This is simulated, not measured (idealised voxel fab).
Proc. module: voxel double patterning
Pictured: cross-section cut, 265 nm wide, on a grid of 5 nm square cells.
Cross-section, as written here: a square-cell grid given band by band from the top down, where a band holds one or more rows of cells.
A band entry consists of two parts. The first gives the height of the band's top and the height of its bottom, in nm. The rest lists the band's materials from left to right, each with its width in nm. A single material labelled with the word "everywhere" fills the band from edge to edge, and the word "air" marks empty space.
The reference from which all heights are counted is 0, the level beneath which the as-received wafer is entirely one material; the lowest band, having no lower bound, proceeds downward and is written after the example "0..down".
Width spec "30->40" -> top row of cells at first value, bottom row at second value, equal per-row change in between.
Key: "no modification" - step with no changed cell in the cross-section.
"Fully enclosed voids" means: voids of 8 cells or more that are shut off from the top with no open way through. Written width x height at distance, distance from the left edge, in nm.
On each step's line, the part that comes after the settings is the simulator's own comment on the step.
overlay nm: where the mask lay relative to plan, measured to the right, on steps with a mask; negatives go left.
Process steps foreseen in the plan:
| 1 | RECEIVE [material Si] |
| 2 | CONFORMAL_DEP [material SiO2] [thk nm 10] |
| 3 | DIRECTIONAL_DEP [material polySi] [thk nm 10] |
| 4 | DIRECTIONAL_DEP [material SiCN] [thk nm 5] |
| 5 | DIRECTIONAL_DEP [material aC] [thk nm 15] |
| 6 | PATTERN [tone open] [mask id FIRST] [material resist] [width nm 15] [pitch nm 50] [thk nm 30] [overlay nm 0] |
| 7 | DIRECTIONAL_ETCH [etch materials aC] [depth nm 15] |
| 8 | STRIP [etch materials resist] |
| 9 | DIRECTIONAL_ETCH [etch materials SiCN] [depth nm 5] |
| 10 | STRIP [etch materials aC] |
| 11 | PATTERN [tone open] [mask id SECOND] [material resist] [width nm 15] [thk nm 15] [overlay nm -15] |
| 12 | DIRECTIONAL_ETCH [etch materials SiCN] [depth nm 5] |
| 13 | STRIP [etch materials resist] |
| 14 | DIRECTIONAL_ETCH [etch materials polySi] [depth nm 10] |
| 15 | STRIP [etch materials SiCN] |
The overlay nm used in step 11 is not the same on every wafer, whereas the starting condition is; the value printed in the plan is the first wafer's.
Cut through the first of several wafers as received, post step 1:
0..down: Si everywhere
Fully enclosed voids: none
Take any row and you have a wafer at the end of the module: how many cells of each material it has gained (+) or lost (-) since it was received, and then its closed voids:
overlay nm -15, +106 SiO2, +90 polySi, Fully enclosed voids: none
overlay nm -10, +106 SiO2, +88 polySi, Fully enclosed voids: none
overlay nm -5, +106 SiO2, +88 polySi, Fully enclosed voids: none
overlay nm 0, +106 SiO2, +88 polySi, Fully enclosed voids: none
overlay nm 5, +106 SiO2, +88 polySi, Fully enclosed voids: none
overlay nm 10, +106 SiO2, +88 polySi, Fully enclosed voids: none
overlay nm 15, +106 SiO2, +90 polySi, Fully enclosed voids: none
